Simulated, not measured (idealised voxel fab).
The process module presented herein is designated voxel double patterning.
In the cross-section labelled cut, the width is 230 nm and each square cell is 5 nm.
In this document a cross-section is written as a grid of square cells. It is given as a series of bands, listed from the top down, and a band is one or more rows of cells. The entry gives the band's vertical extent as a top height and a bottom height in nm, then its horizontal make-up as materials from left to right, each with a width in nm. "air" stands for empty space; a single material marked "edge to edge" fills the band edge to edge. Beneath 0, the wafer as received is one material, and that level is where height counting begins. The lowest band goes on downward without a bottom; it is written like "from 0 down". The expression "30->40" gives the width at the extremes of the band, the first number at its top row of cells and the second at its bottom row, with the width changing by equal amounts from each row to the next in between. For the purposes of this document, the phrase "nothing changed" attached to a step denotes that no cell within the cross-section was modified by that step. What "Catalogued sealed voids" gives you is every empty space of 8 cells or more that is cut off from the top. Each appears as width x height at distance, with the distance taken from the left edge and width, height and distance all in nm. Anything after a step's settings on that line? It's the simulator's own note about the step. The optional step-line setting "overlay nm" applies to steps with a mask and quantifies how far to the right of its planned location the mask lay, a negative value indicating leftward placement.

THE PLANNED PROCESS STEPS ARE ENUMERATED HEREUNDER
1,RECEIVE | material Si
2,CONFORMAL_DEP | material SiO2 | thk nm 10
3,DIRECTIONAL_DEP | material W | thk nm 15
4,DIRECTIONAL_DEP | material SiCN | thk nm 5
5,MASKED_ETCH | tone open | mask id FIRST | width nm 15 | pitch nm 50 | etch materials SiCN | depth nm 5 | overlay nm 0
6,DIRECTIONAL_DEP | material aC | thk nm 10
7,PATTERN | tone open | mask id SECOND | material resist | width nm 15 | pitch nm 50 | thk nm 30 | overlay nm 0
8,DIRECTIONAL_ETCH | etch materials aC | depth nm 10
9,STRIP | etch materials resist
10,DIRECTIONAL_ETCH | etch materials SiCN | depth nm 5
11,STRIP | etch materials aC
12,DIRECTIONAL_ETCH | etch materials W | depth nm 15
13,STRIP | etch materials SiCN

WHAT FOLLOWS COVERS THE FIRST OF TWO WAFERS; IT RAN AS PLANNED

AS RECEIVED (POST STEP 1): CROSS-SECTION
* from 0 down  Si edge to edge
* Catalogued sealed voids: none

SECTIONAL VIEW: WAFER, AFTER STEP 2
* from 10 to 0  SiO2 edge to edge
* below 0: unchanged

SECTIONAL VIEW: WAFER, AFTER STEP 3
* from 25 to 10  W edge to edge
* below 10: unchanged

SECTIONAL VIEW: WAFER, AFTER STEP 4
* from 30 to 25  SiCN edge to edge
* below 25: unchanged

SECTIONAL VIEW: WAFER, AFTER STEP 5
* from 30 to 25  SiCN=55; air=15; SiCN=35; air=15; SiCN=35; air=15; SiCN=60
* below 25: unchanged

SECTIONAL VIEW: WAFER, AFTER STEP 6
* from 40 to 35  aC=55; air=15; aC=35; air=15; aC=35; air=15; aC=60
* from 35 to 30  aC edge to edge
* from 30 to 25  SiCN=55; aC=15; SiCN=35; aC=15; SiCN=35; aC=15; SiCN=60
* below 25: unchanged

SECTIONAL VIEW: WAFER, AFTER STEP 7
* from 70 to 40  resist=80; air=15; resist=35; air=15; resist=85
* from 40 to 35  aC=55; resist=15; aC=35; resist=15; aC=35; resist=15; aC=60
* below 35: unchanged

SECTIONAL VIEW: WAFER, AFTER STEP 8
* from 60 to 40  resist=80; air=15; resist=35; air=15; resist=85
* from 40 to 35  aC=55; resist=15; aC=10; air=15; aC=10; resist=15; aC=10; air=15; aC=10; resist=15; aC=60
* from 35 to 30  aC=80; air=15; aC=35; air=15; aC=85
* below 30: unchanged

SECTIONAL VIEW: WAFER, AFTER STEP 9
* from 40 to 35  aC=55; air=15; aC=10; air=15; aC=10; air=15; aC=10; air=15; aC=10; air=15; aC=60
* below 35: unchanged

SECTIONAL VIEW: WAFER, AFTER STEP 10
* from 40 to 35  aC=55; air=15; aC=10; air=15; aC=10; air=15; aC=10; air=15; aC=10; air=15; aC=60
* from 35 to 30  aC=80; air=15; aC=35; air=15; aC=85
* from 30 to 25  SiCN=55; aC=15; SiCN=10; air=15; SiCN=10; aC=15; SiCN=10; air=15; SiCN=10; aC=15; SiCN=60
* below 25: unchanged

SECTIONAL VIEW: WAFER, AFTER STEP 11
* from 30 to 25  SiCN=55; air=15; SiCN=10; air=15; SiCN=10; air=15; SiCN=10; air=15; SiCN=10; air=15; SiCN=60
* below 25: unchanged

SECTIONAL VIEW: WAFER, AFTER STEP 12
* from 30 to 25  SiCN=55; air=15; SiCN=10; air=15; SiCN=10; air=15; SiCN=10; air=15; SiCN=10; air=15; SiCN=60
* from 25 to 10  W=55; air=15; W=10; air=15; W=10; air=15; W=10; air=15; W=10; air=15; W=60
* below 10: unchanged

SECTIONAL VIEW: WAFER, AFTER STEP 13
* from 25 to 10  W=55; air=15; W=10; air=15; W=10; air=15; W=10; air=15; W=10; air=15; W=60
* below 10: unchanged

SECOND WAFER: LIKE START, LIKE PLAN, ONE MISTAKE. THROUGH STEP 6 IT MATCHES THE FIRST WAFER

CROSS-SECTION OF THE SECOND WAFER AT THE TIME BY WHICH STEP 7 SHOULD HAVE BEEN COMPLETED ACCORDING TO THE PLAN
* from 70 to 40  resist=90; air=15; resist=35; air=15; resist=75
* from 40 to 35  aC=55; resist=15; aC=35; resist=15; aC=35; resist=15; aC=60
* below 35: unchanged

CROSS-SECTION OF THE SECOND WAFER AT THE TIME BY WHICH STEP 8 SHOULD HAVE BEEN COMPLETED ACCORDING TO THE PLAN
* from 60 to 40  resist=90; air=15; resist=35; air=15; resist=75
* from 40 to 35  aC=55; resist=15; aC=20; air=15; resist=15; aC=20; air=15; resist=15; aC=60
* from 35 to 30  aC=90; air=15; aC=35; air=15; aC=75
* below 30: unchanged

CROSS-SECTION OF THE SECOND WAFER AT THE TIME BY WHICH STEP 9 SHOULD HAVE BEEN COMPLETED ACCORDING TO THE PLAN
* from 40 to 35  aC=55; air=15; aC=20; air=30; aC=20; air=30; aC=60
* below 35: unchanged

CROSS-SECTION OF THE SECOND WAFER AT THE TIME BY WHICH STEP 10 SHOULD HAVE BEEN COMPLETED ACCORDING TO THE PLAN
* from 40 to 35  aC=55; air=15; aC=20; air=30; aC=20; air=30; aC=60
* from 35 to 30  aC=90; air=15; aC=35; air=15; aC=75
* from 30 to 25  SiCN=55; aC=15; SiCN=20; air=15; aC=15; SiCN=20; air=15; aC=15; SiCN=60
* below 25: unchanged

CROSS-SECTION OF THE SECOND WAFER AT THE TIME BY WHICH STEP 11 SHOULD HAVE BEEN COMPLETED ACCORDING TO THE PLAN
* from 30 to 25  SiCN=55; air=15; SiCN=20; air=30; SiCN=20; air=30; SiCN=60
* below 25: unchanged

CROSS-SECTION OF THE SECOND WAFER AT THE TIME BY WHICH STEP 12 SHOULD HAVE BEEN COMPLETED ACCORDING TO THE PLAN
* from 30 to 25  SiCN=55; air=15; SiCN=20; air=30; SiCN=20; air=30; SiCN=60
* from 25 to 10  W=55; air=15; W=20; air=30; W=20; air=30; W=60
* below 10: unchanged

CROSS-SECTION OF THE SECOND WAFER AT THE TIME BY WHICH STEP 13 SHOULD HAVE BEEN COMPLETED ACCORDING TO THE PLAN
* from 25 to 10  W=55; air=15; W=20; air=30; W=20; air=30; W=60
* below 10: unchanged
In executing the process, a mistake was made relative to the plan: contrary to plan, step 7 was performed as PATTERN | tone open | mask id SECOND | material resist | width nm 15 | pitch nm 50 | thk nm 30 | overlay nm 10
Cell counts per material: same on both final wafers. Positions: different.
